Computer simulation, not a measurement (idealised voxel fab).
This is a process module. Its name is voxel transistor to metal.
In the cross-section labelled cut, the width is 210 nm and each square cell is 5 nm.
Reading order for cross-sections: top band down to bottom band. Underlying form: a grid of square cells. Band size: one or more rows of cells.
For a band, the entry starts with two heights in nm, that of the top and then that of the bottom, and carries on with the band's materials in order from left to right, each alongside its width in nm; the word "everywhere" beside a single material means it fills the band edge to edge, and "blank" means empty space.
It should be noted that heights are counted from 0, beneath which the wafer as supplied is of one material throughout, and that the lowest band possesses no lower boundary but continues downward, as written in "0..down".
The expression "30..40" gives the width at the extremes of the band, the first number at its top row of cells and the second at its bottom row, with the width changing by equal amounts from each row to the next in between.
"no modifications" (step): cross-section cells unchanged, all of them.
Closed empty spaces (no open way to the top) of 8 cells or more are what "Closed internal cavities" lists, each as width x height at distance from the left edge, nm for all three.
Anything after a step's settings on that line? It's the simulator's own note about the step.
overlay nm: how far to the right of its planned place the mask lay on this masked step (negative: to the left).
Before/after cross-section pairs, one process step each; after shown to lowest changed band; step and settings beneath. Pairs may be from different runs of this module on the same starting wafer; a pair continues from the one above only where its "State before step" entry says so.

STATE BEFORE STEP
	50..40: SiO2 everywhere
	40..30: SiO2 (80) / SiN (5) / SiO2 (5) / SiCN (25) / SiO2 (5) / SiN (5) / SiO2 (85)
	30..0: SiO2 (80) / SiN (5) / SiO2 (5) / polySi (25) / SiO2 (5) / SiN (5) / SiO2 (85)
	0..-5: SiO2 (40) / SiN (5) / SiO2 (5) / SiGe (30) / SiO2 (45) / SiGe (30) / SiO2 (5) / SiN (5) / SiO2 (45)
	-5..-15: SiO2 (40) / SiN (5) / SiO2 (10) / Si (95) / SiO2 (10) / SiN (5) / SiO2 (45)
	-15..-25: SiO2 (55..50) / Si (95..105) / SiO2 (60..55)
	-25..down: Si everywhere
	Closed internal cavities: none

STATE AFTER STEP
	40..30: SiO2 (80) / SiN (5) / SiO2 (5) / SiCN (25) / SiO2 (5) / SiN (5) / SiO2 (85)
	Note: structure below 30 unchanged.
	Closed internal cavities: none
Step that separates the before view from the after view above: CMP: height nm 40

State before step: no separate figure, the pair right above already shows it after its step.

STATE AFTER STEP
	50..40: SiO2 everywhere
	Note: structure below 40 unchanged.
	Closed internal cavities: none
Step that separates the before view from the after view above: DIRECTIONAL_DEP: material SiO2, thk nm 10

State before step: no separate figure, the pair right above already shows it after its step.

STATE AFTER STEP
	50..40: SiO2 (55) / blank (30) / SiO2 (35) / blank (30) / SiO2 (60)
	40..30: SiO2 (55) / blank (25) / SiN (5) / SiO2 (5) / SiCN (25) / SiO2 (5) / SiN (5) / blank (25) / SiO2 (60)
	30..0: SiO2 (55) / blank (25) / SiN (5) / SiO2 (5) / polySi (25) / SiO2 (5) / SiN (5) / blank (25) / SiO2 (60)
	Note: structure below 0 unchanged.
	Closed internal cavities: none
Step that separates the before view from the after view above: MASKED_ETCH: tone open, mask id CONTACT, width nm 30, pitch nm 65, etch materials SiO2, depth nm 50, overlay nm 0

State before step: no separate figure, the pair right above already shows it after its step.

STATE AFTER STEP
	55..50: TiN (60) / blank (20) / TiN (45) / blank (20) / TiN (65)
	50..40: SiO2 (55) / TiN (5) / blank (20..15) / TiN (5..10) / SiO2 (35) / TiN (5..10) / blank (20..15) / TiN (5) / SiO2 (60)
	40..30: SiO2 (55) / TiN (5) / blank (15) / TiN (5) / SiN (5) / SiO2 (5) / SiCN (25) / SiO2 (5) / SiN (5) / TiN (5) / blank (15) / TiN (5) / SiO2 (60)
	30..5: SiO2 (55) / TiN (5) / blank (15) / TiN (5) / SiN (5) / SiO2 (5) / polySi (25) / SiO2 (5) / SiN (5) / TiN (5) / blank (15) / TiN (5) / SiO2 (60)
	5..0: SiO2 (55) / TiN (25) / SiN (5) / SiO2 (5) / polySi (25) / SiO2 (5) / SiN (5) / TiN (25) / SiO2 (60)
	Note: structure below 0 unchanged.
	Closed internal cavities: none
Step that separates the before view from the after view above: CONFORMAL_DEP: material TiN, thk nm 5

State before step: no separate figure, the pair right above already shows it after its step.

STATE AFTER STEP
	65..55: W everywhere
	55..50: TiN (60) / W (20) / TiN (45) / W (20) / TiN (65)
	50..40: SiO2 (55) / TiN (5) / W (20..15) / TiN (5..10) / SiO2 (35) / TiN (5..10) / W (20..15) / TiN (5) / SiO2 (60)
	40..30: SiO2 (55) / TiN (5) / W (15) / TiN (5) / SiN (5) / SiO2 (5) / SiCN (25) / SiO2 (5) / SiN (5) / TiN (5) / W (15) / TiN (5) / SiO2 (60)
	30..5: SiO2 (55) / TiN (5) / W (15) / TiN (5) / SiN (5) / SiO2 (5) / polySi (25) / SiO2 (5) / SiN (5) / TiN (5) / W (15) / TiN (5) / SiO2 (60)
	Note: structure below 5 unchanged.
	Closed internal cavities: none
Step that separates the before view from the after view above: FILL_DEP: material W, thk nm 10

State before step: no separate figure, the pair right above already shows it after its step.

STATE AFTER STEP
	50..40: SiO2 (55) / TiN (5) / W (20..15) / TiN (5..10) / SiO2 (35) / TiN (5..10) / W (20..15) / TiN (5) / SiO2 (60)
	Note: structure below 40 unchanged.
	Closed internal cavities: none
Step that separates the before view from the after view above: CMP: height nm 50

State before step: no separate figure, the pair right above already shows it after its step.

STATE AFTER STEP
	55..50: SiN everywhere
	Note: structure below 50 unchanged.
	Closed internal cavities: none
Step that separates the before view from the after view above: CONFORMAL_DEP: material SiN, thk nm 5

State before step: no separate figure, the pair right above already shows it after its step.

STATE AFTER STEP
	75..55: SiO2 everywhere
	Note: structure below 55 unchanged.
	Closed internal cavities: none
Step that separates the before view from the after view above: DIRECTIONAL_DEP: material SiO2, thk nm 20

State before step: no separate figure, the pair right above already shows it after its step.

STATE AFTER STEP
	75..55: SiO2 (55) / blank (15) / SiO2 (65) / blank (15) / SiO2 (60)
	Note: structure below 55 unchanged.
	Closed internal cavities: none
Step that separates the before view from the after view above: MASKED_ETCH: tone open, mask id METAL_1, width nm 15, pitch nm 80, etch materials SiO2, depth nm 20, overlay nm 0

State before step: no separate figure, the pair right above already shows it after its step.

STATE AFTER STEP
	75..55: SiO2 (55) / blank (15) / SiO2 (65) / blank (15) / SiO2 (60)
	55..50: SiN (55) / blank (15) / SiN (65) / blank (15) / SiN (60)
	Note: structure below 50 unchanged.
	Closed internal cavities: none
Step that separates the before view from the after view above: MASKED_ETCH: tone open, mask id METAL_1, width nm 15, pitch nm 80, etch materials SiN, depth nm 5, overlay nm 0

State before step: no separate figure, the pair right above already shows it after its step.

STATE AFTER STEP
	80..75: TiN (60) / blank (5) / TiN (75) / blank (5) / TiN (65)
	75..55: SiO2 (55) / TiN (5) / blank (5) / TiN (5) / SiO2 (65) / TiN (5) / blank (5) / TiN (5) / SiO2 (60)
	55..50: SiN (55) / TiN (15) / SiN (65) / TiN (15) / SiN (60)
	Note: structure below 50 unchanged.
	Closed internal cavities: none
Step that separates the before view from the after view above: CONFORMAL_DEP: material TiN, thk nm 5

State before step: no separate figure, the pair right above already shows it after its step.

STATE AFTER STEP
	90..80: W everywhere
	80..75: TiN (60) / W (5) / TiN (75) / W (5) / TiN (65)
	75..55: SiO2 (55) / TiN (5) / W (5) / TiN (5) / SiO2 (65) / TiN (5) / W (5) / TiN (5) / SiO2 (60)
	Note: structure below 55 unchanged.
	Closed internal cavities: none
Step that separates the before view from the after view above: FILL_DEP: material W, thk nm 10

State before step: no separate figure, the pair right above already shows it after its step.

STATE AFTER STEP
	75..55: SiO2 (55) / TiN (5) / W (5) / TiN (5) / SiO2 (65) / TiN (5) / W (5) / TiN (5) / SiO2 (60)
	Note: structure below 55 unchanged.
	Closed internal cavities: none
Step that separates the before view from the after view above: CMP: height nm 75

State before step: no separate figure, the pair right above already shows it after its step.

STATE AFTER STEP
	80..75: blank (50) / Ru (25) / blank (55) / Ru (25) / blank (55)
	Note: structure below 75 unchanged.
	Closed internal cavities: none
Step that separates the before view from the after view above: EPI: material Ru, thk nm 5

State before step: no separate figure, the pair right above already shows it after its step.

STATE AFTER STEP
	85..80: SiCN everywhere
	80..75: SiCN (50) / Ru (25) / SiCN (55) / Ru (25) / SiCN (55)
	Note: structure below 75 unchanged.
	Closed internal cavities: none
Step that separates the before view from the after view above: FILL_DEP: material SiCN, thk nm 5

STATE BEFORE STEP
	20..5: SiO2 (45) / SiN (115) / SiO2 (50)
	5..0: SiO2 everywhere
	0..-25: SiO2 (50) / Si (105) / SiO2 (55)
	-25..down: Si everywhere
	Closed internal cavities: none

STATE AFTER STEP
	20..5: SiO2 (45) / blank (115) / SiO2 (50)
	Note: structure below 5 unchanged.
	Closed internal cavities: none
Step that separates the before view from the after view above: STRIP: etch materials SiN

State before step: no separate figure, the pair right above already shows it after its step.

STATE AFTER STEP
	5..0: SiO2 (30) / blank (145) / SiO2 (35)
	0..-10: SiO2 (30) / blank (20) / Si (105) / blank (20) / SiO2 (35)
	Note: structure below -10 unchanged.
	Closed internal cavities: none
Step that separates the before view from the after view above: SELECTIVE_ETCH: etch materials SiO2, depth nm 15

State before step: no separate figure, the pair right above already shows it after its step.

STATE AFTER STEP
	0..-15: SiO2 (25) / blank (25) / Si (105) / blank (25) / SiO2 (30)
	Note: structure below -15 unchanged.
	Closed internal cavities: none
Step that separates the before view from the after view above: SELECTIVE_ETCH: etch materials SiO2, depth nm 5

State before step: no separate figure, the pair right above already shows it after its step.

STATE AFTER STEP
	0..-5: SiO2 (25) / blank (25) / SiO2 (105) / blank (25) / SiO2 (30)
	-5..-15: SiO2 (25) / blank (25) / SiO2 (5) / Si (95) / SiO2 (5) / blank (25) / SiO2 (30)
	-15..-25: SiO2 (55..50) / Si (95..105) / SiO2 (60..55)
	Note: structure below -25 unchanged.
	Closed internal cavities: none
Step that separates the before view from the after view above: OXIDIZE: depth nm 5

State before step: no separate figure, the pair right above already shows it after its step.

STATE AFTER STEP
	30..15: polySi (25) / blank (25) / polySi (105) / blank (25) / polySi (30)
	15..0: polySi everywhere
	0..-5: SiO2 (25) / polySi (25) / SiO2 (105) / polySi (25) / SiO2 (30)
	-5..-15: SiO2 (25) / polySi (25) / SiO2 (5) / Si (95) / SiO2 (5) / polySi (25) / SiO2 (30)
	Note: structure below -15 unchanged.
	Closed internal cavities: none
Step that separates the before view from the after view above: DIRECTIONAL_DEP: material polySi, thk nm 30

State before step: no separate figure, the pair right above already shows it after its step.

STATE AFTER STEP
	40..30: SiCN (25) / blank (25) / SiCN (105) / blank (25) / SiCN (30)
	30..25: polySi (25) / blank (25) / polySi (105) / blank (25) / polySi (30)
	25..15: polySi (25) / SiCN (25) / polySi (105) / SiCN (25) / polySi (30)
	Note: structure below 15 unchanged.
	Closed internal cavities: none
Step that separates the before view from the after view above: DIRECTIONAL_DEP: material SiCN, thk nm 10

State before step: no separate figure, the pair right above already shows it after its step.

STATE AFTER STEP
	60..40: blank (90) / resist (25) / blank (95)
	Note: structure below 40 unchanged.
	Closed internal cavities: none
Step that separates the before view from the after view above: PATTERN: tone cover, mask id GATE, material resist, width nm 25, thk nm 20, overlay nm 0

State before step: no separate figure, the pair right above already shows it after its step.

STATE AFTER STEP
	60..40: blank (90) / resist (25) / blank (95)
	40..30: blank (90) / SiCN (25) / blank (95)
	30..15: polySi (25) / blank (25) / polySi (105) / blank (25) / polySi (30)
	Note: structure below 15 unchanged.
	Closed internal cavities: none
Step that separates the before view from the after view above: DIRECTIONAL_ETCH: etch materials SiCN, depth nm 20

State before step: no separate figure, the pair right above already shows it after its step.

STATE AFTER STEP
	60..40: blank (90) / resist (25) / blank (95)
	40..30: blank (90) / SiCN (25) / blank (95)
	30..0: blank (90) / polySi (25) / blank (95)
	0..-5: SiO2 (25) / blank (25) / SiO2 (105) / blank (25) / SiO2 (30)
	-5..-15: SiO2 (25) / blank (25) / SiO2 (5) / Si (95) / SiO2 (5) / blank (25) / SiO2 (30)
	Note: structure below -15 unchanged.
	Closed internal cavities: none
Step that separates the before view from the after view above: DIRECTIONAL_ETCH: etch materials polySi, depth nm 40

State before step: no separate figure, the pair right above already shows it after its step.

STATE AFTER STEP
	40..30: blank (90) / SiCN (25) / blank (95)
	Note: structure below 30 unchanged.
	Closed internal cavities: none
Step that separates the before view from the after view above: STRIP: etch materials resist

State before step: no separate figure, the pair right above already shows it after its step.

STATE AFTER STEP
	45..40: blank (85) / SiO2 (35) / blank (90)
	40..30: blank (85) / SiO2 (5) / SiCN (25) / SiO2 (5) / blank (90)
	30..5: blank (85) / SiO2 (5) / polySi (25) / SiO2 (5) / blank (90)
	5..0: SiO2 (30) / blank (15) / SiO2 (45) / polySi (25) / SiO2 (45) / blank (15) / SiO2 (35)
	0..-5: SiO2 (30) / blank (15) / SiO2 (115) / blank (15) / SiO2 (35)
	-5..-10: SiO2 (30) / blank (15) / SiO2 (10) / Si (95) / SiO2 (10) / blank (15) / SiO2 (35)
	-10..-20: SiO2 (55) / Si (95) / SiO2 (60)
	Note: structure below -20 unchanged.
	Closed internal cavities: none
Step that separates the before view from the after view above: CONFORMAL_DEP: material SiO2, thk nm 5

State before step: no separate figure, the pair right above already shows it after its step.

STATE AFTER STEP
	40..30: blank (85) / SiO2 (5) / SiCN (25) / SiO2 (5) / blank (90)
	30..0: blank (85) / SiO2 (5) / polySi (25) / SiO2 (5) / blank (90)
	0..-5: SiO2 (30) / blank (15) / SiO2 (115) / blank (15) / SiO2 (35)
	-5..-15: SiO2 (30) / blank (15) / SiO2 (10) / Si (95) / SiO2 (10) / blank (15) / SiO2 (35)
	Note: structure below -15 unchanged.
	Closed internal cavities: none
Step that separates the before view from the after view above: DIRECTIONAL_ETCH: etch materials SiO2, depth nm 5

State before step: no separate figure, the pair right above already shows it after its step.

STATE AFTER STEP
	45..40: blank (80) / SiN (45) / blank (85)
	40..30: blank (80) / SiN (5) / SiO2 (5) / SiCN (25) / SiO2 (5) / SiN (5) / blank (85)
	30..5: blank (80) / SiN (5) / SiO2 (5) / polySi (25) / SiO2 (5) / SiN (5) / blank (85)
	5..0: SiN (35) / blank (5) / SiN (45) / SiO2 (5) / polySi (25) / SiO2 (5) / SiN (45) / blank (5) / SiN (40)
	0..-5: SiO2 (30) / SiN (5) / blank (5) / SiN (5) / SiO2 (115) / SiN (5) / blank (5) / SiN (5) / SiO2 (35)
	-5..-10: SiO2 (30) / SiN (5) / blank (5) / SiN (5) / SiO2 (10) / Si (95) / SiO2 (10) / SiN (5) / blank (5) / SiN (5) / SiO2 (35)
	-10..-15: SiO2 (30) / SiN (15) / SiO2 (10) / Si (95) / SiO2 (10) / SiN (15) / SiO2 (35)
	Note: structure below -15 unchanged.
	Closed internal cavities: none
Step that separates the before view from the after view above: CONFORMAL_DEP: material SiN, thk nm 5

State before step: no separate figure, the pair right above already shows it after its step.

STATE AFTER STEP
	40..30: blank (80) / SiN (5) / SiO2 (5) / SiCN (25) / SiO2 (5) / SiN (5) / blank (85)
	30..0: blank (80) / SiN (5) / SiO2 (5) / polySi (25) / SiO2 (5) / SiN (5) / blank (85)
	0..-5: SiO2 (30) / SiN (5) / blank (5) / SiN (5) / SiO2 (115) / SiN (5) / blank (5) / SiN (5) / SiO2 (35)
	-5..-15: SiO2 (30) / SiN (5) / blank (5) / SiN (5) / SiO2 (10) / Si (95) / SiO2 (10) / SiN (5) / blank (5) / SiN (5) / SiO2 (35)
	Note: structure below -15 unchanged.
	Closed internal cavities: none
Step that separates the before view from the after view above: DIRECTIONAL_ETCH: etch materials SiN, depth nm 5

State before step: no separate figure, the pair right above already shows it after its step.

STATE AFTER STEP
	40..35: blank (80) / SiN (5) / blank (5) / SiCN (25) / blank (5) / SiN (5) / blank (85)
	35..30: blank (80) / SiN (5) / SiO2 (5) / SiCN (25) / SiO2 (5) / SiN (5) / blank (85)
	30..0: blank (80) / SiN (5) / SiO2 (5) / polySi (25) / SiO2 (5) / SiN (5) / blank (85)
	0..-5: blank (30) / SiN (5) / blank (5) / SiN (5) / blank (35) / SiO2 (45) / blank (35) / SiN (5) / blank (5) / SiN (5) / blank (35)
	-5..-15: SiO2 (30) / SiN (5) / blank (5) / SiN (5) / SiO2 (10) / Si (95) / SiO2 (10) / SiN (5) / blank (5) / SiN (5) / SiO2 (35)
	-15..-20: SiO2 (35) / blank (5) / SiO2 (15) / Si (95) / SiO2 (15) / blank (5) / SiO2 (40)
	Note: structure below -20 unchanged.
	Closed internal cavities: none
Step that separates the before view from the after view above: DIRECTIONAL_ETCH: etch materials SiO2, depth nm 5

State before step: no separate figure, the pair right above already shows it after its step.

STATE AFTER STEP
	40..35: blank (80) / SiN (5) / blank (5) / SiCN (25) / blank (5) / SiN (5) / blank (85)
	35..30: blank (80) / SiN (5) / SiO2 (5) / SiCN (25) / SiO2 (5) / SiN (5) / blank (85)
	30..0: blank (80) / SiN (5) / SiO2 (5) / polySi (25) / SiO2 (5) / SiN (5) / blank (85)
	0..-5: blank (30) / SiN (5) / blank (5) / SiN (5) / blank (5) / SiGe (30) / SiO2 (45) / SiGe (30) / blank (5) / SiN (5) / blank (5) / SiN (5) / blank (35)
	Note: structure below -5 unchanged.
	Closed internal cavities: none
Step that separates the before view from the after view above: EPI: material SiGe, thk nm 5

State before step: no separate figure, the pair right above already shows it after its step.

STATE AFTER STEP
	50..40: SiO2 everywhere
	40..30: SiO2 (80) / SiN (5) / SiO2 (5) / SiCN (25) / SiO2 (5) / SiN (5) / SiO2 (85)
	30..0: SiO2 (80) / SiN (5) / SiO2 (5) / polySi (25) / SiO2 (5) / SiN (5) / SiO2 (85)
	0..-5: SiO2 (30) / SiN (5) / SiO2 (5) / SiN (5) / SiO2 (5) / SiGe (30) / SiO2 (45) / SiGe (30) / SiO2 (5) / SiN (5) / SiO2 (5) / SiN (5) / SiO2 (35)
	-5..-15: SiO2 (30) / SiN (5) / SiO2 (5) / SiN (5) / SiO2 (10) / Si (95) / SiO2 (10) / SiN (5) / SiO2 (5) / SiN (5) / SiO2 (35)
	-15..-25: SiO2 (55..50) / Si (95..105) / SiO2 (60..55)
	Note: structure below -25 unchanged.
	Closed internal cavities: none
Step that separates the before view from the after view above: FILL_DEP: material SiO2, thk nm 10

State before step: no separate figure, the pair right above already shows it after its step.

STATE AFTER STEP
	40..30: SiO2 (80) / SiN (5) / SiO2 (5) / SiCN (25) / SiO2 (5) / SiN (5) / SiO2 (85)
	Note: structure below 30 unchanged.
	Closed internal cavities: none
Step that separates the before view from the after view above: CMP: height nm 40

State before step: no separate figure, the pair right above already shows it after its step.

STATE AFTER STEP
	50..40: SiO2 everywhere
	Note: structure below 40 unchanged.
	Closed internal cavities: none
Step that separates the before view from the after view above: DIRECTIONAL_DEP: material SiO2, thk nm 10

State before step: no separate figure, the pair right above already shows it after its step.

STATE AFTER STEP
	50..40: SiO2 (55) / blank (30) / SiO2 (35) / blank (30) / SiO2 (60)
	40..30: SiO2 (55) / blank (25) / SiN (5) / SiO2 (5) / SiCN (25) / SiO2 (5) / SiN (5) / blank (25) / SiO2 (60)
	30..0: SiO2 (55) / blank (25) / SiN (5) / SiO2 (5) / polySi (25) / SiO2 (5) / SiN (5) / blank (25) / SiO2 (60)
	Note: structure below 0 unchanged.
	Closed internal cavities: none
Step that separates the before view from the after view above: MASKED_ETCH: tone open, mask id CONTACT, width nm 30, pitch nm 65, etch materials SiO2, depth nm 50, overlay nm 0

State before step: no separate figure, the pair right above already shows it after its step.

STATE AFTER STEP
	55..50: TiN (60) / blank (20) / TiN (45) / blank (20) / TiN (65)
	50..40: SiO2 (55) / TiN (5) / blank (20..15) / TiN (5..10) / SiO2 (35) / TiN (5..10) / blank (20..15) / TiN (5) / SiO2 (60)
	40..30: SiO2 (55) / TiN (5) / blank (15) / TiN (5) / SiN (5) / SiO2 (5) / SiCN (25) / SiO2 (5) / SiN (5) / TiN (5) / blank (15) / TiN (5) / SiO2 (60)
	30..5: SiO2 (55) / TiN (5) / blank (15) / TiN (5) / SiN (5) / SiO2 (5) / polySi (25) / SiO2 (5) / SiN (5) / TiN (5) / blank (15) / TiN (5) / SiO2 (60)
	5..0: SiO2 (55) / TiN (25) / SiN (5) / SiO2 (5) / polySi (25) / SiO2 (5) / SiN (5) / TiN (25) / SiO2 (60)
	Note: structure below 0 unchanged.
	Closed internal cavities: none
Step that separates the before view from the after view above: CONFORMAL_DEP: material TiN, thk nm 5

State before step: no separate figure, the pair right above already shows it after its step.

STATE AFTER STEP
	65..55: W everywhere
	55..50: TiN (60) / W (20) / TiN (45) / W (20) / TiN (65)
	50..40: SiO2 (55) / TiN (5) / W (20..15) / TiN (5..10) / SiO2 (35) / TiN (5..10) / W (20..15) / TiN (5) / SiO2 (60)
	40..30: SiO2 (55) / TiN (5) / W (15) / TiN (5) / SiN (5) / SiO2 (5) / SiCN (25) / SiO2 (5) / SiN (5) / TiN (5) / W (15) / TiN (5) / SiO2 (60)
	30..5: SiO2 (55) / TiN (5) / W (15) / TiN (5) / SiN (5) / SiO2 (5) / polySi (25) / SiO2 (5) / SiN (5) / TiN (5) / W (15) / TiN (5) / SiO2 (60)
	Note: structure below 5 unchanged.
	Closed internal cavities: none
Step that separates the before view from the after view above: FILL_DEP: material W, thk nm 10

State before step: no separate figure, the pair right above already shows it after its step.

STATE AFTER STEP
	50..40: SiO2 (55) / TiN (5) / W (20..15) / TiN (5..10) / SiO2 (35) / TiN (5..10) / W (20..15) / TiN (5) / SiO2 (60)
	Note: structure below 40 unchanged.
	Closed internal cavities: none
Step that separates the before view from the after view above: CMP: height nm 50

State before step: no separate figure, the pair right above already shows it after its step.

STATE AFTER STEP
	55..50: SiN everywhere
	Note: structure below 50 unchanged.
	Closed internal cavities: none
Step that separates the before view from the after view above: CONFORMAL_DEP: material SiN, thk nm 5

State before step: no separate figure, the pair right above already shows it after its step.

STATE AFTER STEP
	75..55: SiO2 everywhere
	Note: structure below 55 unchanged.
	Closed internal cavities: none
Step that separates the before view from the after view above: DIRECTIONAL_DEP: material SiO2, thk nm 20

State before step: no separate figure, the pair right above already shows it after its step.

STATE AFTER STEP
	75..55: SiO2 (55) / blank (15) / SiO2 (65) / blank (15) / SiO2 (60)
	Note: structure below 55 unchanged.
	Closed internal cavities: none
Step that separates the before view from the after view above: MASKED_ETCH: tone open, mask id METAL_1, width nm 15, pitch nm 80, etch materials SiO2, depth nm 20, overlay nm 0

State before step: no separate figure, the pair right above already shows it after its step.

STATE AFTER STEP
	75..55: SiO2 (55) / blank (15) / SiO2 (65) / blank (15) / SiO2 (60)
	55..50: SiN (55) / blank (15) / SiN (65) / blank (15) / SiN (60)
	Note: structure below 50 unchanged.
	Closed internal cavities: none
Step that separates the before view from the after view above: MASKED_ETCH: tone open, mask id METAL_1, width nm 15, pitch nm 80, etch materials SiN, depth nm 5, overlay nm 0

State before step: no separate figure, the pair right above already shows it after its step.

STATE AFTER STEP
	80..75: TiN (60) / blank (5) / TiN (75) / blank (5) / TiN (65)
	75..55: SiO2 (55) / TiN (5) / blank (5) / TiN (5) / SiO2 (65) / TiN (5) / blank (5) / TiN (5) / SiO2 (60)
	55..50: SiN (55) / TiN (15) / SiN (65) / TiN (15) / SiN (60)
	Note: structure below 50 unchanged.
	Closed internal cavities: none
Step that separates the before view from the after view above: CONFORMAL_DEP: material TiN, thk nm 5

State before step: no separate figure, the pair right above already shows it after its step.

STATE AFTER STEP
	90..80: W everywhere
	80..75: TiN (60) / W (5) / TiN (75) / W (5) / TiN (65)
	75..55: SiO2 (55) / TiN (5) / W (5) / TiN (5) / SiO2 (65) / TiN (5) / W (5) / TiN (5) / SiO2 (60)
	Note: structure below 55 unchanged.
	Closed internal cavities: none
Step that separates the before view from the after view above: FILL_DEP: material W, thk nm 10

State before step: no separate figure, the pair right above already shows it after its step.

STATE AFTER STEP
	75..55: SiO2 (55) / TiN (5) / W (5) / TiN (5) / SiO2 (65) / TiN (5) / W (5) / TiN (5) / SiO2 (60)
	Note: structure below 55 unchanged.
	Closed internal cavities: none
Step that separates the before view from the after view above: CMP: height nm 75

State before step: no separate figure, the pair right above already shows it after its step.

STATE AFTER STEP
	80..75: blank (50) / Ru (25) / blank (55) / Ru (25) / blank (55)
	Note: structure below 75 unchanged.
	Closed internal cavities: none
Step that separates the before view from the after view above: EPI: material Ru, thk nm 5

State before step: no separate figure, the pair right above already shows it after its step.

STATE AFTER STEP
	85..80: SiCN everywhere
	80..75: SiCN (50) / Ru (25) / SiCN (55) / Ru (25) / SiCN (55)
	Note: structure below 75 unchanged.
	Closed internal cavities: none
Step that separates the before view from the after view above: FILL_DEP: material SiCN, thk nm 5

STATE BEFORE STEP
	50..40: SiO2 (55) / TiN (5) / W (20..15) / TiN (5..10) / SiO2 (35) / TiN (5..10) / W (20..15) / TiN (5) / SiO2 (60)
	40..30: SiO2 (55) / TiN (5) / W (15) / TiN (5) / SiN (5) / SiO2 (5) / SiCN (25) / SiO2 (5) / SiN (5) / TiN (5) / W (15) / TiN (5) / SiO2 (60)
	30..5: SiO2 (55) / TiN (5) / W (15) / TiN (5) / SiN (5) / SiO2 (5) / polySi (25) / SiO2 (5) / SiN (5) / TiN (5) / W (15) / TiN (5) / SiO2 (60)
	5..0: SiO2 (55) / TiN (25) / SiN (5) / SiO2 (5) / polySi (25) / SiO2 (5) / SiN (5) / TiN (25) / SiO2 (60)
	0..-5: SiO2 (45) / SiGe (35) / SiO2 (45) / SiGe (35) / SiO2 (50)
	-5..-25: SiO2 (50) / Si (105) / SiO2 (55)
	-25..down: Si everywhere
	Closed internal cavities: none

STATE AFTER STEP
	65..50: SiN everywhere
	Note: structure below 50 unchanged.
	Closed internal cavities: none
Step that separates the before view from the after view above: CONFORMAL_DEP: material SiN, thk nm 15

State before step: no separate figure, the pair right above already shows it after its step.

STATE AFTER STEP
	85..65: SiO2 everywhere
	Note: structure below 65 unchanged.
	Closed internal cavities: none
Step that separates the before view from the after view above: DIRECTIONAL_DEP: material SiO2, thk nm 20

State before step: no separate figure, the pair right above already shows it after its step.

STATE AFTER STEP
	85..65: SiO2 (55) / blank (15) / SiO2 (65) / blank (15) / SiO2 (60)
	Note: structure below 65 unchanged.
	Closed internal cavities: none
Step that separates the before view from the after view above: MASKED_ETCH: tone open, mask id METAL_1, width nm 15, pitch nm 80, etch materials SiO2, depth nm 20, overlay nm 0

State before step: no separate figure, the pair right above already shows it after its step.

STATE AFTER STEP
	85..65: SiO2 (55) / blank (15) / SiO2 (65) / blank (15) / SiO2 (60)
	65..60: SiN (55) / blank (15) / SiN (65) / blank (15) / SiN (60)
	Note: structure below 60 unchanged.
	Closed internal cavities: none
Step that separates the before view from the after view above: MASKED_ETCH: tone open, mask id METAL_1, width nm 15, pitch nm 80, etch materials SiN, depth nm 5, overlay nm 0

State before step: no separate figure, the pair right above already shows it after its step.

STATE AFTER STEP
	90..85: TiN (60) / blank (5) / TiN (75) / blank (5) / TiN (65)
	85..65: SiO2 (55) / TiN (5) / blank (5) / TiN (5) / SiO2 (65) / TiN (5) / blank (5) / TiN (5) / SiO2 (60)
	65..60: SiN (55) / TiN (15) / SiN (65) / TiN (15) / SiN (60)
	Note: structure below 60 unchanged.
	Closed internal cavities: none
Step that separates the before view from the after view above: CONFORMAL_DEP: material TiN, thk nm 5

State before step: no separate figure, the pair right above already shows it after its step.

STATE AFTER STEP
	100..90: W everywhere
	90..85: TiN (60) / W (5) / TiN (75) / W (5) / TiN (65)
	85..65: SiO2 (55) / TiN (5) / W (5) / TiN (5) / SiO2 (65) / TiN (5) / W (5) / TiN (5) / SiO2 (60)
	Note: structure below 65 unchanged.
	Closed internal cavities: none
Step that separates the before view from the after view above: FILL_DEP: material W, thk nm 10

State before step: no separate figure, the pair right above already shows it after its step.

STATE AFTER STEP
	75..65: SiO2 (55) / TiN (5) / W (5) / TiN (5) / SiO2 (65) / TiN (5) / W (5) / TiN (5) / SiO2 (60)
	Note: structure below 65 unchanged.
	Closed internal cavities: none
Step that separates the before view from the after view above: CMP: height nm 75

State before step: no separate figure, the pair right above already shows it after its step.

STATE AFTER STEP
	80..75: blank (50) / Ru (25) / blank (55) / Ru (25) / blank (55)
	Note: structure below 75 unchanged.
	Closed internal cavities: none
Step that separates the before view from the after view above: EPI: material Ru, thk nm 5

State before step: no separate figure, the pair right above already shows it after its step.

STATE AFTER STEP
	85..80: SiCN everywhere
	80..75: SiCN (50) / Ru (25) / SiCN (55) / Ru (25) / SiCN (55)
	Note: structure below 75 unchanged.
	Closed internal cavities: none
Step that separates the before view from the after view above: FILL_DEP: material SiCN, thk nm 5

STATE BEFORE STEP
	50..40: SiO2 everywhere
	40..30: SiO2 (80) / SiN (5) / SiO2 (5) / SiCN (25) / SiO2 (5) / SiN (5) / SiO2 (85)
	30..0: SiO2 (80) / SiN (5) / SiO2 (5) / polySi (25) / SiO2 (5) / SiN (5) / SiO2 (85)
	0..-5: SiO2 (45) / SiGe (35) / SiO2 (45) / SiGe (35) / SiO2 (50)
	-5..-25: SiO2 (50) / Si (105) / SiO2 (55)
	-25..down: Si everywhere
	Closed internal cavities: none

STATE AFTER STEP
	50..40: SiO2 (50) / blank (40) / SiO2 (25) / blank (40) / SiO2 (55)
	40..30: SiO2 (50) / blank (30) / SiN (5) / blank (5) / SiCN (25) / blank (5) / SiN (5) / blank (30) / SiO2 (55)
	30..0: SiO2 (50) / blank (30) / SiN (5) / blank (5) / polySi (25) / blank (5) / SiN (5) / blank (30) / SiO2 (55)
	Note: structure below 0 unchanged.
	Closed internal cavities: none
Step that separates the before view from the after view above: MASKED_ETCH: tone open, mask id CONTACT, width nm 40, pitch nm 65, etch materials SiO2, depth nm 50, overlay nm 0
